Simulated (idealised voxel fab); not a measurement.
Module name: voxel lift off (process module)
Each square cell in cross-section cut measures 5 nm, and the section as a whole is 170 nm wide.
Cross-section = grid of square cells, listed top down in bands; band = one or more rows.
Look at the band entry: it leads with the top's height and the bottom's height in nm. Then it lists the materials left to right, with a width in nm for each. The word "everywhere" on a single material says that material fills the band edge to edge. The word "blank" is empty space.
Heights are expressed relative to 0, this being the level below which the as-received wafer comprises one material exclusively. The lowest band is unbounded in the downward direction and is denoted as in "0 and below".
The notation "30..40" denotes a width that varies across the rows of cells in the band, beginning at the first number in the top row, finishing at the second number in the bottom row, and changing by an identical amount from each row to the next.
Reading "remained unchanged" for a step: not a cell of the cross-section changed in it.
Empty spaces counting at least 8 cells and having no open way to the top are listed in "Closed internal cavities". The notation width x height at distance is used for each, the distance being from the left edge and all three values in nm.
Past the settings on a step's line: simulator remark, on that step.
overlay nm: how far to the right of its planned place the mask lay on this masked step (negative: to the left).
The process steps that were planned are listed below
- 1: RECEIVE with material Si
- 2: CONFORMAL_DEP with material SiO2, thk nm 5
- 3: PATTERN with tone open, mask id LINES, material resist, width nm 30, pitch nm 60, thk nm 25, overlay nm 0
- 4: DIRECTIONAL_DEP with material Ru, thk nm 15
- 5: STRIP with etch materials resist
- 6: CONFORMAL_DEP with material SiCN, thk nm 5
First of two wafers, with the run carried out as planned
As-received state of the wafer in cross-section, equivalent to post-step 1
> 0 and below  Si everywhere
> Closed internal cavities: none
Once step 2 is through, the wafer looks like this in cross-section
> 5 down to 0  SiO2 everywhere
> Below 0 it's all the same as before, nothing changed down there.
Once step 3 is through, the wafer looks like this in cross-section
> 30 down to 5  resist (40)  blank (30)  resist (30)  blank (30)  resist (40)
> Below 5 it's all the same as before, nothing changed down there.
Once step 4 is through, the wafer looks like this in cross-section
> 45 down to 30  Ru (40)  blank (30)  Ru (30)  blank (30)  Ru (40)
> 30 down to 20  resist (40)  blank (30)  resist (30)  blank (30)  resist (40)
> 20 down to 5  resist (40)  Ru (30)  resist (30)  Ru (30)  resist (40)
> Below 5 it's all the same as before, nothing changed down there.
Once step 5 is through, the wafer looks like this in cross-section
> 20 down to 5  blank (40)  Ru (30)  blank (30)  Ru (30)  blank (40)
> Below 5 it's all the same as before, nothing changed down there.
Once step 6 is through, the wafer looks like this in cross-section
> 25 down to 20  blank (35)  SiCN (40)  blank (20)  SiCN (40)  blank (35)
> 20 down to 10  blank (35)  SiCN (5)  Ru (30)  SiCN (5)  blank (20)  SiCN (5)  Ru (30)  SiCN (5)  blank (35)
> 10 down to 5  SiCN (40)  Ru (30)  SiCN (30)  Ru (30)  SiCN (40)
> Below 5 it's all the same as before, nothing changed down there.
What follows concerns the second wafer, which started out like the first and was meant to follow the very same plan; one mistake crept in when it was run, but everything up to and including step 5 is the same as for the first wafer
Cross-section of the second wafer when, according to plan, step 6 should have finished
> 25 down to 10  blank (35)  Ru (40)  blank (20)  Ru (40)  blank (35)
> 10 down to 5  Ru everywhere
> Below 5 it's all the same as before, nothing changed down there.
Want to know what went wrong? note that step 6 departed from the planned setting and was carried out as CONFORMAL_DEP with material Ru, thk nm 5
The final cell counts differ between the wafers, with the second having more or fewer of some materials than the first: Ru +46, SiCN -46
